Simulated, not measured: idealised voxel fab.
The following process module bears the name voxel self aligned contacts.
Cross-section cut spans 285 nm and uses square cells 5 nm in size.
Notation: cross-section as square-cell grid; stated in bands, top first, going down; one or more cell rows per band. Top, bottom (nm), then materials left to right with widths (nm); lone material tagged "edge to edge" fills the whole band edge to edge; "air" = empty space. Basically, 0 is our baseline, since under it the wafer straight out of the box is all one material. The bottom band has no lower end and keeps on going down, so it looks like "0 down". The expression "30 to 40" gives the width at the extremes of the band, the first number at its top row of cells and the second at its bottom row, with the width changing by equal amounts from each row to the next in between. It should be understood that the words "no change", when stated for a given step, signify that the cross-section underwent no change in any of its cells during that step. Voids not open to the top, 8 cells minimum: see "Unvented internal voids". Written width x height at distance; distance is from the left edge; nm. Whatever follows a step's settings on its line is a remark the simulator itself makes about that step. A step's line can hold "overlay nm"; with a mask on that step, the setting says how far right of the planned place the mask lay, while a negative setting says it lay to the left. Pairs from here to the end. Each: cross-section before one process step, cross-section after it, the latter only as far down as the lowest band that changed. Under each: the step between, and its settings. Mind that the pairs may be taken from different runs of this module on the same starting wafer; whether a pair continues from the pair above depends on its entry headed "Incoming structure", and it does only where that entry says so.

### Incoming structure
    0 down: Si edge to edge
    Unvented internal voids: none

### Post-Step Section View
    5 to 0: SiO2 edge to edge
    Nothing below the height 0 has changed.
    Unvented internal voids: none
Q: step between the cross-sections above? A: CONFORMAL_DEP with material SiO2, thk nm 5

Incoming structure: equal to the after panel directly above.

### Post-Step Section View
    30 to 5: polySi edge to edge
    Nothing below the height 5 has changed.
    Unvented internal voids: none
Q: step between the cross-sections above? A: DIRECTIONAL_DEP with material polySi, thk nm 25

Incoming structure: equal to the after panel directly above.

### Post-Step Section View
    45 to 30: SiN edge to edge
    Nothing below the height 30 has changed.
    Unvented internal voids: none
Q: step between the cross-sections above? A: DIRECTIONAL_DEP with material SiN, thk nm 15

Incoming structure: equal to the after panel directly above.

### Post-Step Section View
    60 to 45: aC edge to edge
    Nothing below the height 45 has changed.
    Unvented internal voids: none
Q: step between the cross-sections above? A: DIRECTIONAL_DEP with material aC, thk nm 15

Incoming structure: equal to the after panel directly above.

### Post-Step Section View
    90 to 60: air=65; resist=35; air=25; resist=35; air=25; resist=35; air=65
    Nothing below the height 60 has changed.
    Unvented internal voids: none
Q: step between the cross-sections above? A: PATTERN with tone cover, mask id GATE, material resist, width nm 35, pitch nm 60, thk nm 30, overlay nm 0

Incoming structure: equal to the after panel directly above.

### Post-Step Section View
    75 to 60: air=65; resist=35; air=25; resist=35; air=25; resist=35; air=65
    60 to 45: air=65; aC=35; air=25; aC=35; air=25; aC=35; air=65
    Nothing below the height 45 has changed.
    Unvented internal voids: none
Q: step between the cross-sections above? A: DIRECTIONAL_ETCH with etch materials aC, depth nm 15

Incoming structure: equal to the after panel directly above.

### Post-Step Section View
    60 to 45: air=65; aC=35; air=25; aC=35; air=25; aC=35; air=65
    Nothing below the height 45 has changed.
    Unvented internal voids: none
Q: step between the cross-sections above? A: STRIP with etch materials resist

Incoming structure: equal to the after panel directly above.

### Post-Step Section View
    60 to 45: air=65; aC=35; air=25; aC=35; air=25; aC=35; air=65
    45 to 30: air=65; SiN=35; air=25; SiN=35; air=25; SiN=35; air=65
    Nothing below the height 30 has changed.
    Unvented internal voids: none
Q: step between the cross-sections above? A: DIRECTIONAL_ETCH with etch materials SiN, depth nm 15

Incoming structure: equal to the after panel directly above.

### Post-Step Section View
    60 to 45: air=65; aC=35; air=25; aC=35; air=25; aC=35; air=65
    45 to 30: air=65; SiN=35; air=25; SiN=35; air=25; SiN=35; air=65
    30 to 5: air=65; polySi=35; air=25; polySi=35; air=25; polySi=35; air=65
    Nothing below the height 5 has changed.
    Unvented internal voids: none
Q: step between the cross-sections above? A: DIRECTIONAL_ETCH with etch materials polySi, depth nm 25

Incoming structure: equal to the after panel directly above.

### Post-Step Section View
    45 to 30: air=65; SiN=35; air=25; SiN=35; air=25; SiN=35; air=65
    Nothing below the height 30 has changed.
    Unvented internal voids: none
Q: step between the cross-sections above? A: STRIP with etch materials aC

Incoming structure: equal to the after panel directly above.

### Post-Step Section View
    50 to 30: air=60; SiN=45; air=15; SiN=45; air=15; SiN=45; air=60
    30 to 10: air=60; SiN=5; polySi=35; SiN=5; air=15; SiN=5; polySi=35; SiN=5; air=15; SiN=5; polySi=35; SiN=5; air=60
    10 to 5: SiN=65; polySi=35; SiN=25; polySi=35; SiN=25; polySi=35; SiN=65
    Nothing below the height 5 has changed.
    Unvented internal voids: none
Q: step between the cross-sections above? A: CONFORMAL_DEP with material SiN, thk nm 5

Incoming structure: equal to the after panel directly above.

### Post-Step Section View
    45 to 30: air=60; SiN=45; air=15; SiN=45; air=15; SiN=45; air=60
    30 to 5: air=60; SiN=5; polySi=35; SiN=5; air=15; SiN=5; polySi=35; SiN=5; air=15; SiN=5; polySi=35; SiN=5; air=60
    Nothing below the height 5 has changed.
    Unvented internal voids: none
Q: step between the cross-sections above? A: DIRECTIONAL_ETCH with etch materials SiN, depth nm 5

Incoming structure: equal to the after panel directly above.

### Post-Step Section View
    60 to 45: SiO2 edge to edge
    45 to 30: SiO2=60; SiN=45; SiO2=15; SiN=45; SiO2=15; SiN=45; SiO2=60
    30 to 5: SiO2=60; SiN=5; polySi=35; SiN=5; SiO2=15; SiN=5; polySi=35; SiN=5; SiO2=15; SiN=5; polySi=35; SiN=5; SiO2=60
    Nothing below the height 5 has changed.
    Unvented internal voids: none
Q: step between the cross-sections above? A: FILL_DEP with material SiO2, thk nm 15

Incoming structure: equal to the after panel directly above.

### Post-Step Section View
    55 to 45: SiO2 edge to edge
    Nothing below the height 45 has changed.
    Unvented internal voids: none
Q: step between the cross-sections above? A: CMP with height nm 55

Incoming structure: equal to the after panel directly above.

### Post-Step Section View
    70 to 55: aC edge to edge
    Nothing below the height 55 has changed.
    Unvented internal voids: none
Q: step between the cross-sections above? A: DIRECTIONAL_DEP with material aC, thk nm 15

Incoming structure: equal to the after panel directly above.

### Post-Step Section View
    105 to 70: resist=90; air=45; resist=15; air=45; resist=90
    Nothing below the height 70 has changed.
    Unvented internal voids: none
Q: step between the cross-sections above? A: PATTERN with tone open, mask id CONTACT, material resist, width nm 45, pitch nm 60, thk nm 35, overlay nm 0

Incoming structure: equal to the after panel directly above.

### Post-Step Section View
    90 to 70: resist=90; air=45; resist=15; air=45; resist=90
    70 to 55: aC=90; air=45; aC=15; air=45; aC=90
    Nothing below the height 55 has changed.
    Unvented internal voids: none
Q: step between the cross-sections above? A: DIRECTIONAL_ETCH with etch materials aC, depth nm 15

Incoming structure: equal to the after panel directly above.

### Post-Step Section View
    70 to 55: aC=90; air=45; aC=15; air=45; aC=90
    Nothing below the height 55 has changed.
    Unvented internal voids: none
Q: step between the cross-sections above? A: STRIP with etch materials resist

Incoming structure: equal to the after panel directly above.

### Post-Step Section View
    70 to 55: aC=90; air=45; aC=15; air=45; aC=90
    55 to 45: SiO2=90; air=45; SiO2=15; air=45; SiO2=90
    45 to 30: SiO2=60; SiN=45; air=15; SiN=45; air=15; SiN=45; SiO2=60
    30 to 5: SiO2=60; SiN=5; polySi=35; SiN=5; air=15; SiN=5; polySi=35; SiN=5; air=15; SiN=5; polySi=35; SiN=5; SiO2=60
    5 to 0: SiO2=105; air=15; SiO2=45; air=15; SiO2=105
    Nothing below the height 0 has changed.
    Unvented internal voids: none
Q: step between the cross-sections above? A: DIRECTIONAL_ETCH with etch materials SiO2, depth nm 55

Incoming structure: equal to the after panel directly above.

### Post-Step Section View
    55 to 45: SiO2=90; air=45; SiO2=15; air=45; SiO2=90
    Nothing below the height 45 has changed.
    Unvented internal voids: none
Q: step between the cross-sections above? A: STRIP with etch materials aC

Incoming structure: equal to the after panel directly above.

### Post-Step Section View
    60 to 55: TiN=95; air=35; TiN=25; air=35; TiN=95
    55 to 45: SiO2=90; TiN=5 to 20; air=35 to 5; TiN=5 to 20; SiO2=15; TiN=5 to 20; air=35 to 5; TiN=5 to 20; SiO2=90
    45 to 30: SiO2=60; SiN=45; TiN=5; air=5; TiN=5; SiN=45; TiN=5; air=5; TiN=5; SiN=45; SiO2=60
    30 to 5: SiO2=60; SiN=5; polySi=35; SiN=5; TiN=5; air=5; TiN=5; SiN=5; polySi=35; SiN=5; TiN=5; air=5; TiN=5; SiN=5; polySi=35; SiN=5; SiO2=60
    5 to 0: SiO2=105; TiN=15; SiO2=45; TiN=15; SiO2=105
    Nothing below the height 0 has changed.
    Unvented internal voids: none
Q: step between the cross-sections above? A: CONFORMAL_DEP with material TiN, thk nm 5

Incoming structure: equal to the after panel directly above.

### Post-Step Section View
    65 to 60: Ru edge to edge
    60 to 55: TiN=95; Ru=35; TiN=25; Ru=35; TiN=95
    55 to 45: SiO2=90; TiN=5 to 20; Ru=35 to 5; TiN=5 to 20; SiO2=15; TiN=5 to 20; Ru=35 to 5; TiN=5 to 20; SiO2=90
    45 to 30: SiO2=60; SiN=45; TiN=5; Ru=5; TiN=5; SiN=45; TiN=5; Ru=5; TiN=5; SiN=45; SiO2=60
    30 to 5: SiO2=60; SiN=5; polySi=35; SiN=5; TiN=5; Ru=5; TiN=5; SiN=5; polySi=35; SiN=5; TiN=5; Ru=5; TiN=5; SiN=5; polySi=35; SiN=5; SiO2=60
    Nothing below the height 5 has changed.
    Unvented internal voids: none
Q: step between the cross-sections above? A: FILL_DEP with material Ru, thk nm 5

Incoming structure: equal to the after panel directly above.

### Post-Step Section View
    55 to 45: SiO2=90; TiN=5 to 20; Ru=35 to 5; TiN=5 to 20; SiO2=15; TiN=5 to 20; Ru=35 to 5; TiN=5 to 20; SiO2=90
    Nothing below the height 45 has changed.
    Unvented internal voids: none
Q: step between the cross-sections above? A: CMP with height nm 55

Incoming structure: equal to the after panel directly above.

### Post-Step Section View
    60 to 55: SiCN edge to edge
    Nothing below the height 55 has changed.
    Unvented internal voids: none
Q: step between the cross-sections above? A: CONFORMAL_DEP with material SiCN, thk nm 5

### Incoming structure
    0 down: Si edge to edge
    Unvented internal voids: none

### Post-Step Section View
    25 to 0: polySi edge to edge
    Nothing below the height 0 has changed.
    Unvented internal voids: none
Q: step between the cross-sections above? A: DIRECTIONAL_DEP with material polySi, thk nm 25

Incoming structure: equal to the after panel directly above.

### Post-Step Section View
    40 to 25: SiN edge to edge
    Nothing below the height 25 has changed.
    Unvented internal voids: none
Q: step between the cross-sections above? A: DIRECTIONAL_DEP with material SiN, thk nm 15

Incoming structure: equal to the after panel directly above.

### Post-Step Section View
    55 to 40: aC edge to edge
    Nothing below the height 40 has changed.
    Unvented internal voids: none
Q: step between the cross-sections above? A: DIRECTIONAL_DEP with material aC, thk nm 15

Incoming structure: equal to the after panel directly above.

### Post-Step Section View
    85 to 55: air=65; resist=35; air=25; resist=35; air=25; resist=35; air=65
    Nothing below the height 55 has changed.
    Unvented internal voids: none
Q: step between the cross-sections above? A: PATTERN with tone cover, mask id GATE, material resist, width nm 35, pitch nm 60, thk nm 30, overlay nm 0

Incoming structure: equal to the after panel directly above.

### Post-Step Section View
    70 to 55: air=65; resist=35; air=25; resist=35; air=25; resist=35; air=65
    55 to 40: air=65; aC=35; air=25; aC=35; air=25; aC=35; air=65
    Nothing below the height 40 has changed.
    Unvented internal voids: none
Q: step between the cross-sections above? A: DIRECTIONAL_ETCH with etch materials aC, depth nm 15

Incoming structure: equal to the after panel directly above.

### Post-Step Section View
    55 to 40: air=65; aC=35; air=25; aC=35; air=25; aC=35; air=65
    Nothing below the height 40 has changed.
    Unvented internal voids: none
Q: step between the cross-sections above? A: STRIP with etch materials resist

Incoming structure: equal to the after panel directly above.

### Post-Step Section View
    55 to 40: air=65; aC=35; air=25; aC=35; air=25; aC=35; air=65
    40 to 25: air=65; SiN=35; air=25; SiN=35; air=25; SiN=35; air=65
    Nothing below the height 25 has changed.
    Unvented internal voids: none
Q: step between the cross-sections above? A: DIRECTIONAL_ETCH with etch materials SiN, depth nm 15

Incoming structure: equal to the after panel directly above.

### Post-Step Section View
    55 to 40: air=65; aC=35; air=25; aC=35; air=25; aC=35; air=65
    40 to 25: air=65; SiN=35; air=25; SiN=35; air=25; SiN=35; air=65
    25 to 0: air=65; polySi=35; air=25; polySi=35; air=25; polySi=35; air=65
    Nothing below the height 0 has changed.
    Unvented internal voids: none
Q: step between the cross-sections above? A: DIRECTIONAL_ETCH with etch materials polySi, depth nm 25

Incoming structure: equal to the after panel directly above.

### Post-Step Section View
    40 to 25: air=65; SiN=35; air=25; SiN=35; air=25; SiN=35; air=65
    Nothing below the height 25 has changed.
    Unvented internal voids: none
Q: step between the cross-sections above? A: STRIP with etch materials aC

Incoming structure: equal to the after panel directly above.

### Post-Step Section View
    45 to 25: air=60; SiN=45; air=15; SiN=45; air=15; SiN=45; air=60
    25 to 5: air=60; SiN=5; polySi=35; SiN=5; air=15; SiN=5; polySi=35; SiN=5; air=15; SiN=5; polySi=35; SiN=5; air=60
    5 to 0: SiN=65; polySi=35; SiN=25; polySi=35; SiN=25; polySi=35; SiN=65
    Nothing below the height 0 has changed.
    Unvented internal voids: none
Q: step between the cross-sections above? A: CONFORMAL_DEP with material SiN, thk nm 5

Incoming structure: equal to the after panel directly above.

### Post-Step Section View
    40 to 25: air=60; SiN=45; air=15; SiN=45; air=15; SiN=45; air=60
    25 to 0: air=60; SiN=5; polySi=35; SiN=5; air=15; SiN=5; polySi=35; SiN=5; air=15; SiN=5; polySi=35; SiN=5; air=60
    Nothing below the height 0 has changed.
    Unvented internal voids: none
Q: step between the cross-sections above? A: DIRECTIONAL_ETCH with etch materials SiN, depth nm 5

Incoming structure: equal to the after panel directly above.

### Post-Step Section View
    55 to 40: SiO2 edge to edge
    40 to 25: SiO2=60; SiN=45; SiO2=15; SiN=45; SiO2=15; SiN=45; SiO2=60
    25 to 0: SiO2=60; SiN=5; polySi=35; SiN=5; SiO2=15; SiN=5; polySi=35; SiN=5; SiO2=15; SiN=5; polySi=35; SiN=5; SiO2=60
    Nothing below the height 0 has changed.
    Unvented internal voids: none
Q: step between the cross-sections above? A: FILL_DEP with material SiO2, thk nm 15

Incoming structure: equal to the after panel directly above.

### Post-Step Section View
    70 to 55: aC edge to edge
    Nothing below the height 55 has changed.
    Unvented internal voids: none
Q: step between the cross-sections above? A: DIRECTIONAL_DEP with material aC, thk nm 15

Incoming structure: equal to the after panel directly above.

### Post-Step Section View
    105 to 70: resist=90; air=45; resist=15; air=45; resist=90
    Nothing below the height 70 has changed.
    Unvented internal voids: none
Q: step between the cross-sections above? A: PATTERN with tone open, mask id CONTACT, material resist, width nm 45, pitch nm 60, thk nm 35, overlay nm 0

Incoming structure: equal to the after panel directly above.

### Post-Step Section View
    90 to 70: resist=90; air=45; resist=15; air=45; resist=90
    70 to 55: aC=90; air=45; aC=15; air=45; aC=90
    Nothing below the height 55 has changed.
    Unvented internal voids: none
Q: step between the cross-sections above? A: DIRECTIONAL_ETCH with etch materials aC, depth nm 15

Incoming structure: equal to the after panel directly above.

### Post-Step Section View
    70 to 55: aC=90; air=45; aC=15; air=45; aC=90
    Nothing below the height 55 has changed.
    Unvented internal voids: none
Q: step between the cross-sections above? A: STRIP with etch materials resist

Incoming structure: equal to the after panel directly above.

### Post-Step Section View
    70 to 55: aC=90; air=45; aC=15; air=45; aC=90
    55 to 40: SiO2=90; air=45; SiO2=15; air=45; SiO2=90
    40 to 25: SiO2=60; SiN=45; air=15; SiN=45; air=15; SiN=45; SiO2=60
    25 to 0: SiO2=60; SiN=5; polySi=35; SiN=5; air=15; SiN=5; polySi=35; SiN=5; air=15; SiN=5; polySi=35; SiN=5; SiO2=60
    Nothing below the height 0 has changed.
    Unvented internal voids: none
Q: step between the cross-sections above? A: DIRECTIONAL_ETCH with etch materials SiO2, depth nm 55

Incoming structure: equal to the after panel directly above.

### Post-Step Section View
    55 to 40: SiO2=90; air=45; SiO2=15; air=45; SiO2=90
    Nothing below the height 40 has changed.
    Unvented internal voids: none
Q: step between the cross-sections above? A: STRIP with etch materials aC

Incoming structure: equal to the after panel directly above.

### Post-Step Section View
    60 to 55: TiN=95; air=35; TiN=25; air=35; TiN=95
    55 to 45: SiO2=90; TiN=5; air=35; TiN=5; SiO2=15; TiN=5; air=35; TiN=5; SiO2=90
    45 to 40: SiO2=90; TiN=20; air=5; TiN=20; SiO2=15; TiN=20; air=5; TiN=20; SiO2=90
    40 to 25: SiO2=60; SiN=45; TiN=5; air=5; TiN=5; SiN=45; TiN=5; air=5; TiN=5; SiN=45; SiO2=60
    25 to 5: SiO2=60; SiN=5; polySi=35; SiN=5; TiN=5; air=5; TiN=5; SiN=5; polySi=35; SiN=5; TiN=5; air=5; TiN=5; SiN=5; polySi=35; SiN=5; SiO2=60
    5 to 0: SiO2=60; SiN=5; polySi=35; SiN=5; TiN=15; SiN=5; polySi=35; SiN=5; TiN=15; SiN=5; polySi=35; SiN=5; SiO2=60
    Nothing below the height 0 has changed.
    Unvented internal voids: none
Q: step between the cross-sections above? A: CONFORMAL_DEP with material TiN, thk nm 5

Incoming structure: equal to the after panel directly above.

### Post-Step Section View
    65 to 60: Ru edge to edge
    60 to 55: TiN=95; Ru=35; TiN=25; Ru=35; TiN=95
    55 to 45: SiO2=90; TiN=5; Ru=35; TiN=5; SiO2=15; TiN=5; Ru=35; TiN=5; SiO2=90
    45 to 40: SiO2=90; TiN=20; Ru=5; TiN=20; SiO2=15; TiN=20; Ru=5; TiN=20; SiO2=90
    40 to 25: SiO2=60; SiN=45; TiN=5; Ru=5; TiN=5; SiN=45; TiN=5; Ru=5; TiN=5; SiN=45; SiO2=60
    25 to 5: SiO2=60; SiN=5; polySi=35; SiN=5; TiN=5; Ru=5; TiN=5; SiN=5; polySi=35; SiN=5; TiN=5; Ru=5; TiN=5; SiN=5; polySi=35; SiN=5; SiO2=60
    Nothing below the height 5 has changed.
    Unvented internal voids: none
Q: step between the cross-sections above? A: FILL_DEP with material Ru, thk nm 5

Incoming structure: equal to the after panel directly above.

### Post-Step Section View
    55 to 45: SiO2=90; TiN=5; Ru=35; TiN=5; SiO2=15; TiN=5; Ru=35; TiN=5; SiO2=90
    Nothing below the height 45 has changed.
    Unvented internal voids: none
Q: step between the cross-sections above? A: CMP with height nm 55

Incoming structure: equal to the after panel directly above.

### Post-Step Section View
    60 to 55: SiCN edge to edge
    Nothing below the height 55 has changed.
    Unvented internal voids: none
Q: step between the cross-sections above? A: CONFORMAL_DEP with material SiCN, thk nm 5

### Incoming structure
    45 to 30: SiN edge to edge
    30 to 5: polySi edge to edge
    5 to 0: SiO2 edge to edge
    0 down: Si edge to edge
    Unvented internal voids: none

### Post-Step Section View
    60 to 30: SiN edge to edge
    Nothing below the height 30 has changed.
    Unvented internal voids: none
Q: step between the cross-sections above? A: DIRECTIONAL_DEP with material SiN, thk nm 15

Incoming structure: equal to the after panel directly above.

### Post-Step Section View
    75 to 60: aC edge to edge
    Nothing below the height 60 has changed.
    Unvented internal voids: none
Q: step between the cross-sections above? A: DIRECTIONAL_DEP with material aC, thk nm 15

Incoming structure: equal to the after panel directly above.

### Post-Step Section View
    105 to 75: air=65; resist=35; air=25; resist=35; air=25; resist=35; air=65
    Nothing below the height 75 has changed.
    Unvented internal voids: none
Q: step between the cross-sections above? A: PATTERN with tone cover, mask id GATE, material resist, width nm 35, pitch nm 60, thk nm 30, overlay nm 0

Incoming structure: equal to the after panel directly above.

### Post-Step Section View
    90 to 75: air=65; resist=35; air=25; resist=35; air=25; resist=35; air=65
    75 to 60: air=65; aC=35; air=25; aC=35; air=25; aC=35; air=65
    Nothing below the height 60 has changed.
    Unvented internal voids: none
Q: step between the cross-sections above? A: DIRECTIONAL_ETCH with etch materials aC, depth nm 15

Incoming structure: equal to the after panel directly above.

### Post-Step Section View
    75 to 60: air=65; aC=35; air=25; aC=35; air=25; aC=35; air=65
    Nothing below the height 60 has changed.
    Unvented internal voids: none
Q: step between the cross-sections above? A: STRIP with etch materials resist

Incoming structure: equal to the after panel directly above.

### Post-Step Section View
    75 to 60: air=65; aC=35; air=25; aC=35; air=25; aC=35; air=65
    60 to 45: air=65; SiN=35; air=25; SiN=35; air=25; SiN=35; air=65
    Nothing below the height 45 has changed.
    Unvented internal voids: none
Q: step between the cross-sections above? A: DIRECTIONAL_ETCH with etch materials SiN, depth nm 15

Incoming structure: equal to the after panel directly above.

### Post-Step Section View
    60 to 45: air=65; SiN=35; air=25; SiN=35; air=25; SiN=35; air=65
    Nothing below the height 45 has changed.
    Unvented internal voids: none
Q: step between the cross-sections above? A: STRIP with etch materials aC

Incoming structure: equal to the after panel directly above.

### Post-Step Section View
    65 to 50: air=60; SiN=45; air=15; SiN=45; air=15; SiN=45; air=60
    50 to 30: SiN edge to edge
    Nothing below the height 30 has changed.
    Unvented internal voids: none
Q: step between the cross-sections above? A: CONFORMAL_DEP with material SiN, thk nm 5

Incoming structure: equal to the after panel directly above.

### Post-Step Section View
    60 to 45: air=60; SiN=45; air=15; SiN=45; air=15; SiN=45; air=60
    Nothing below the height 45 has changed.
    Unvented internal voids: none
Q: step between the cross-sections above? A: DIRECTIONAL_ETCH with etch materials SiN, depth nm 5

Incoming structure: equal to the after panel directly above.

### Post-Step Section View
    75 to 60: SiO2 edge to edge
    60 to 45: SiO2=60; SiN=45; SiO2=15; SiN=45; SiO2=15; SiN=45; SiO2=60
    Nothing below the height 45 has changed.
    Unvented internal voids: none
Q: step between the cross-sections above? A: FILL_DEP with material SiO2, thk nm 15

Incoming structure: equal to the after panel directly above.

### Post-Step Section View
    55 to 45: SiO2=60; SiN=45; SiO2=15; SiN=45; SiO2=15; SiN=45; SiO2=60
    Nothing below the height 45 has changed.
    Unvented internal voids: none
Q: step between the cross-sections above? A: CMP with height nm 55

Incoming structure: equal to the after panel directly above.

### Post-Step Section View
    70 to 55: aC edge to edge
    Nothing below the height 55 has changed.
    Unvented internal voids: none
Q: step between the cross-sections above? A: DIRECTIONAL_DEP with material aC, thk nm 15

Incoming structure: equal to the after panel directly above.

### Post-Step Section View
    105 to 70: resist=90; air=45; resist=15; air=45; resist=90
    Nothing below the height 70 has changed.
    Unvented internal voids: none
Q: step between the cross-sections above? A: PATTERN with tone open, mask id CONTACT, material resist, width nm 45, pitch nm 60, thk nm 35, overlay nm 0

Incoming structure: equal to the after panel directly above.

### Post-Step Section View
    90 to 70: resist=90; air=45; resist=15; air=45; resist=90
    70 to 55: aC=90; air=45; aC=15; air=45; aC=90
    Nothing below the height 55 has changed.
    Unvented internal voids: none
Q: step between the cross-sections above? A: DIRECTIONAL_ETCH with etch materials aC, depth nm 15

Incoming structure: equal to the after panel directly above.

### Post-Step Section View
    70 to 55: aC=90; air=45; aC=15; air=45; aC=90
    Nothing below the height 55 has changed.
    Unvented internal voids: none
Q: step between the cross-sections above? A: STRIP with etch materials resist

Incoming structure: equal to the after panel directly above.

### Post-Step Section View
    70 to 55: aC=90; air=45; aC=15; air=45; aC=90
    55 to 45: SiO2=60; SiN=45; air=15; SiN=45; air=15; SiN=45; SiO2=60
    Nothing below the height 45 has changed.
    Unvented internal voids: none
Q: step between the cross-sections above? A: DIRECTIONAL_ETCH with etch materials SiO2, depth nm 55

Incoming structure: equal to the after panel directly above.

### Post-Step Section View
    55 to 45: SiO2=60; SiN=45; air=15; SiN=45; air=15; SiN=45; SiO2=60
    Nothing below the height 45 has changed.
    Unvented internal voids: none
Q: step between the cross-sections above? A: STRIP with etch materials aC

Incoming structure: equal to the after panel directly above.

### Post-Step Section View
    60 to 55: TiN=110; air=5; TiN=55; air=5; TiN=110
    55 to 50: SiO2=60; SiN=45; TiN=5; air=5; TiN=5; SiN=45; TiN=5; air=5; TiN=5; SiN=45; SiO2=60
    50 to 45: SiO2=60; SiN=45; TiN=15; SiN=45; TiN=15; SiN=45; SiO2=60
    Nothing below the height 45 has changed.
    Unvented internal voids: none
Q: step between the cross-sections above? A: CONFORMAL_DEP with material TiN, thk nm 5

Incoming structure: equal to the after panel directly above.

### Post-Step Section View
    65 to 60: Ru edge to edge
    60 to 55: TiN=110; Ru=5; TiN=55; Ru=5; TiN=110
    55 to 50: SiO2=60; SiN=45; TiN=5; Ru=5; TiN=5; SiN=45; TiN=5; Ru=5; TiN=5; SiN=45; SiO2=60
    Nothing below the height 50 has changed.
    Unvented internal voids: none
Q: step between the cross-sections above? A: FILL_DEP with material Ru, thk nm 5

Incoming structure: equal to the after panel directly above.

### Post-Step Section View
    55 to 50: SiO2=60; SiN=45; TiN=5; Ru=5; TiN=5; SiN=45; TiN=5; Ru=5; TiN=5; SiN=45; SiO2=60
    Nothing below the height 50 has changed.
    Unvented internal voids: none
Q: step between the cross-sections above? A: CMP with height nm 55

Incoming structure: equal to the after panel directly above.

### Post-Step Section View
    60 to 55: SiCN edge to edge
    Nothing below the height 55 has changed.
    Unvented internal voids: none
Q: step between the cross-sections above? A: CONFORMAL_DEP with material SiCN, thk nm 5

### Incoming structure
    45 to 30: air=65; SiN=35; air=25; SiN=35; air=25; SiN=35; air=65
    30 to 5: air=65; polySi=35; air=25; polySi=35; air=25; polySi=35; air=65
    5 to 0: SiO2 edge to edge
    0 down: Si edge to edge
    Unvented internal voids: none

### Post-Step Section View
    40 to 30: air=65; SiN=35; air=25; SiN=35; air=25; SiN=35; air=65
    Nothing below the height 30 has changed.
    Unvented internal voids: none
Q: step between the cross-sections above? A: DIRECTIONAL_ETCH with etch materials SiN, depth nm 5

Incoming structure: equal to the after panel directly above.

### Post-Step Section View
    45 to 30: air=60; SiN=45; air=15; SiN=45; air=15; SiN=45; air=60
    30 to 10: air=60; SiN=5; polySi=35; SiN=5; air=15; SiN=5; polySi=35; SiN=5; air=15; SiN=5; polySi=35; SiN=5; air=60
    10 to 5: SiN=65; polySi=35; SiN=25; polySi=35; SiN=25; polySi=35; SiN=65
    Nothing below the height 5 has changed.
    Unvented internal voids: none
Q: step between the cross-sections above? A: CONFORMAL_DEP with material SiN, thk nm 5

Incoming structure: equal to the after panel directly above.

### Post-Step Section View
    60 to 45: SiO2 edge to edge
    45 to 30: SiO2=60; SiN=45; SiO2=15; SiN=45; SiO2=15; SiN=45; SiO2=60
    30 to 10: SiO2=60; SiN=5; polySi=35; SiN=5; SiO2=15; SiN=5; polySi=35; SiN=5; SiO2=15; SiN=5; polySi=35; SiN=5; SiO2=60
    Nothing below the height 10 has changed.
    Unvented internal voids: none
Q: step between the cross-sections above? A: FILL_DEP with material SiO2, thk nm 15

Incoming structure: equal to the after panel directly above.

### Post-Step Section View
    55 to 45: SiO2 edge to edge
    Nothing below the height 45 has changed.
    Unvented internal voids: none
Q: step between the cross-sections above? A: CMP with height nm 55

Incoming structure: equal to the after panel directly above.

### Post-Step Section View
    70 to 55: aC edge to edge
    Nothing below the height 55 has changed.
    Unvented internal voids: none
Q: step between the cross-sections above? A: DIRECTIONAL_DEP with material aC, thk nm 15

Incoming structure: equal to the after panel directly above.

### Post-Step Section View
    105 to 70: resist=90; air=45; resist=15; air=45; resist=90
    Nothing below the height 70 has changed.
    Unvented internal voids: none
Q: step between the cross-sections above? A: PATTERN with tone open, mask id CONTACT, material resist, width nm 45, pitch nm 60, thk nm 35, overlay nm 0

Incoming structure: equal to the after panel directly above.

### Post-Step Section View
    90 to 70: resist=90; air=45; resist=15; air=45; resist=90
    70 to 55: aC=90; air=45; aC=15; air=45; aC=90
    Nothing below the height 55 has changed.
    Unvented internal voids: none
Q: step between the cross-sections above? A: DIRECTIONAL_ETCH with etch materials aC, depth nm 15

Incoming structure: equal to the after panel directly above.

### Post-Step Section View
    70 to 55: aC=90; air=45; aC=15; air=45; aC=90
    Nothing below the height 55 has changed.
    Unvented internal voids: none
Q: step between the cross-sections above? A: STRIP with etch materials resist

Incoming structure: equal to the after panel directly above.

### Post-Step Section View
    70 to 55: aC=90; air=45; aC=15; air=45; aC=90
    55 to 45: SiO2=90; air=45; SiO2=15; air=45; SiO2=90
    45 to 30: SiO2=60; SiN=45; air=15; SiN=45; air=15; SiN=45; SiO2=60
    30 to 10: SiO2=60; SiN=5; polySi=35; SiN=5; air=15; SiN=5; polySi=35; SiN=5; air=15; SiN=5; polySi=35; SiN=5; SiO2=60
    Nothing below the height 10 has changed.
    Unvented internal voids: none
Q: step between the cross-sections above? A: DIRECTIONAL_ETCH with etch materials SiO2, depth nm 55

Incoming structure: equal to the after panel directly above.

### Post-Step Section View
    55 to 45: SiO2=90; air=45; SiO2=15; air=45; SiO2=90
    Nothing below the height 45 has changed.
    Unvented internal voids: none
Q: step between the cross-sections above? A: STRIP with etch materials aC

Incoming structure: equal to the after panel directly above.

### Post-Step Section View
    60 to 55: TiN=95; air=35; TiN=25; air=35; TiN=95
    55 to 45: SiO2=90; TiN=5 to 20; air=35 to 5; TiN=5 to 20; SiO2=15; TiN=5 to 20; air=35 to 5; TiN=5 to 20; SiO2=90
    45 to 30: SiO2=60; SiN=45; TiN=5; air=5; TiN=5; SiN=45; TiN=5; air=5; TiN=5; SiN=45; SiO2=60
    30 to 15: SiO2=60; SiN=5; polySi=35; SiN=5; TiN=5; air=5; TiN=5; SiN=5; polySi=35; SiN=5; TiN=5; air=5; TiN=5; SiN=5; polySi=35; SiN=5; SiO2=60
    15 to 10: SiO2=60; SiN=5; polySi=35; SiN=5; TiN=15; SiN=5; polySi=35; SiN=5; TiN=15; SiN=5; polySi=35; SiN=5; SiO2=60
    Nothing below the height 10 has changed.
    Unvented internal voids: none
Q: step between the cross-sections above? A: CONFORMAL_DEP with material TiN, thk nm 5
